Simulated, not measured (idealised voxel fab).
voxel fin reveal: a process module
For reference, the cross-section in this document is cut, with width 150 nm and square cells of 5 nm.
We lay out every cross-section as a grid of square cells and spell it out in bands from the top down, where one band means one or more rows of cells.
Top height, bottom height, nm. Materials left to right, width each, nm. Single material + "throughout" = fills band edge to edge. "empty" = empty.
Beneath 0, the wafer as received is one material, and that level is where height counting begins. The lowest band goes on downward without a bottom; it is written like "0 nm and below".
So if you see something like "30 to 40" for the width, read it as the top row of the band sitting at the first number and the bottom row at the second, with every row in between moving by the same amount as the last.
When a step is marked "no modification", none of the cells in the cross-section changed during that step.
The entry "Closed empty spaces" lists the empty spaces that cover at least 8 cells and have no open path to the top. Each is written as width x height at distance, where the distance is measured from the left edge and all three values are in nm.
If you see something after the settings on a step's line, that's the simulator's own remark about that step.
overlay nm: how far to the right of its planned place the mask lay on this masked step (negative: to the left).

Process steps (planned)
| 1 | RECEIVE [material Si] |
| 2 | CONFORMAL_DEP [material SiN] [thk nm 10] |
| 3 | DIRECTIONAL_DEP [material aC] [thk nm 15] |
| 4 | PATTERN [tone cover] [mask id FINS] [material resist] [width nm 15] [pitch nm 40] [thk nm 30] [overlay nm 0] |
| 5 | DIRECTIONAL_ETCH [etch materials aC] [depth nm 15] |
| 6 | STRIP [etch materials resist] |
| 7 | DIRECTIONAL_ETCH [etch materials SiN] [depth nm 10] |
| 8 | DIRECTIONAL_ETCH [etch materials Si] [depth nm 40] |
| 9 | STRIP [etch materials aC] |
| 10 | OXIDIZE [depth nm 5] |
| 11 | FILL_DEP [material SiO2] [thk nm 15] |
| 12 | CMP [height nm 10] |
| 13 | SELECTIVE_ETCH [etch materials SiO2] [depth nm 35] |
| 14 | STRIP [etch materials SiN] |

Cross-sectional view of the wafer in its as-received condition, corresponding to the state after step 1
0 nm and below | Si throughout
Closed empty spaces: none

Wafer at module end, in section. Began as above, planned as above, run with one mistake
0 nm to -10 nm | 30 empty | 5 Si | 35 empty | 5 Si | 35 empty | 5 Si | 35 empty
-10 nm to -45 nm | 30 SiO2 | 5 Si | 35 SiO2 | 5 Si | 35 SiO2 | 5 Si | 35 SiO2
-45 nm and below | Si throughout
Closed empty spaces: none
So what did we get wrong on this run? with respect to the plan, step 12 was omitted and not executed
